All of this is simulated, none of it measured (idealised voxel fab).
The following is a process module called voxel lift off.
The width of the displayed cross-section, cut, is 235 nm; its cells are square, with a size of 5 nm.
In this document a cross-section is written as a grid of square cells. It is given as a series of bands, listed from the top down, and a band is one or more rows of cells. For a band, the entry starts with two heights in nm, that of the top and then that of the bottom, and carries on with the band's materials in order from left to right, each alongside its width in nm; the word "throughout" beside a single material means it fills the band edge to edge, and "blank" means empty space. Heights are reckoned from 0. Under this level, the received wafer is all of one material. The bottommost band is open-ended downward, for example "z 0 and below". You'd read "30 to 40" like this: the band's top row of cells is as wide as the first number, its bottom row is as wide as the second, and going down, every row changes width by the same amount as the row before did. For the purposes of this document, the phrase "no modification" attached to a step denotes that no cell within the cross-section was modified by that step. "Fully enclosed voids" means: voids of 8 cells or more that are shut off from the top with no open way through. Written width x height at distance, distance from the left edge, in nm. Step line, after settings: the simulator's comment on this step. overlay nm: for a step with a mask, the amount by which the mask lay right of where it was planned; a negative amount means left of it.
**Intended process steps**
1) RECEIVE,material Si
2) CONFORMAL_DEP,material SiN,thk nm 10
3) PATTERN,tone open,mask id LINES,material resist,width nm 25,pitch nm 40,thk nm 30,overlay nm 0
4) DIRECTIONAL_DEP,material Ru,thk nm 15
5) STRIP,etch materials resist
6) CONFORMAL_DEP,material SiCN,thk nm 10
**As-received wafer cross-section (after step 1)**
	z 0 and below | Si throughout
	Fully enclosed voids: none
**Cross-section taken at module completion on the first of two wafers; processed per the plan**
	z 35 to 25 | blank (75) | SiCN (85) | blank (75)
	z 25 to 20 | blank (75) | SiCN (10) | Ru (25) | SiCN (15) | Ru (25) | SiCN (10) | blank (75)
	z 20 to 10 | SiCN (85) | Ru (25) | SiCN (15) | Ru (25) | SiCN (85)
	z 10 to 0 | SiN throughout
	z 0 and below | Si throughout
	Fully enclosed voids: none
**Wafer two cross-section, module end. Start and plan unchanged from wafer one; one mistake made during the run**
	z 35 to 25 | blank (80) | SiCN (35) | blank (5) | SiCN (35) | blank (80)
	z 25 to 20 | blank (80) | SiCN (10) | Ru (15) | SiCN (10) | blank (5) | SiCN (10) | Ru (15) | SiCN (10) | blank (80)
	z 20 to 10 | SiCN (90) | Ru (15) | SiCN (25) | Ru (15) | SiCN (90)
	z 10 to 0 | SiN throughout
	z 0 and below | Si throughout
	Fully enclosed voids: none
Which mistake was made when the wafer was run? step 3 changed vs plan, executed as PATTERN,tone open,mask id LINES,material resist,width nm 15,pitch nm 40,thk nm 30,overlay nm 0
In the final state, the cell counts of the second wafer exceed or fall short of those of the first for the following materials: -12 Ru; +3 SiCN
